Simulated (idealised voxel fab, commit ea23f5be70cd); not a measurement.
Proc. module: voxel spacer lines
Square cells of 5 nm make up the cross-section cut, whose width is 175 nm.
Format of a cross-section: grid, square cells. Given as bands. Order: top down. Band: one or more rows of cells. First you get the band's top height and its bottom height, in nm, and then the materials it's made of, left to right, with each width in nm. If you see a single material with "full width", that one covers the band edge to edge. "air" is empty space. Heights from 0 (as-received wafer is one material below). Bottom band endless downward, as "z 0 and below". Think of "30->40" as a width that walks from the first number to the second as you go down the band, top row to bottom row, taking equal-sized steps from row to row. You'll sometimes find "nothing changed" written for a step, and that's the way of saying that nowhere in the cross-section did a cell change during that step. In the "Enclosed voids" entry, you get each enclosed empty space of 8 cells or more, one with no open way to the top, written width x height at distance, distance from the left edge, in nm. On each step's line, the part that comes after the settings is the simulator's own comment on the step. Each step line may optionally specify "overlay nm", which for a step with a mask gives the rightward distance between the mask's planned place and where it lay, a negative value indicating the leftward direction.
**Planned step list for the process**
1. RECEIVE | material Si
2. CONFORMAL_DEP | material Al2O3 | thk nm 10
3. DIRECTIONAL_DEP | material TiN | thk nm 10
4. DIRECTIONAL_DEP | material aC | thk nm 30
5. PATTERN | tone cover | mask id MANDREL | material resist | width nm 20 | pitch nm 60 | thk nm 40 | overlay nm 0
6. DIRECTIONAL_ETCH | etch materials aC | depth nm 30
7. STRIP | etch materials resist
8. CONFORMAL_DEP | material SiN | thk nm 10
9. DIRECTIONAL_ETCH | etch materials SiN | depth nm 10
10. STRIP | etch materials aC
11. DIRECTIONAL_ETCH | etch materials TiN | depth nm 10
12. STRIP | etch materials SiN
**Incoming wafer, cross-sectional view, post step 1**
- z 0 and below: Si full width
- Enclosed voids: none
**Cross-section: first of two wafers, module finished, run according to plan**
- z 20 to 10: 35 of air | 10 of TiN | 20 of air | 10 of TiN | 20 of air | 10 of TiN | 20 of air | 10 of TiN | 40 of air
- z 10 to 0: Al2O3 full width
- z 0 and below: Si full width
- Enclosed voids: none
**End-of-module cross-section of the second wafer: identical starting point and process plan to the first, with one processing mistake**
- z 50 to 20: 35 of air | 10 of TiN | 20 of aC | 10 of TiN | 20 of air | 10 of TiN | 20 of aC | 10 of TiN | 40 of air
- z 20 to 10: TiN full width
- z 10 to 0: Al2O3 full width
- z 0 and below: Si full width
- Enclosed voids: none
Error vs. plan: heads up, step 8 didn't go per plan, it actually ran as CONFORMAL_DEP | material TiN | thk nm 10
The final cell counts differ between the wafers, with the second having more or fewer of some materials than the first: 102 more of TiN | 48 more of aC
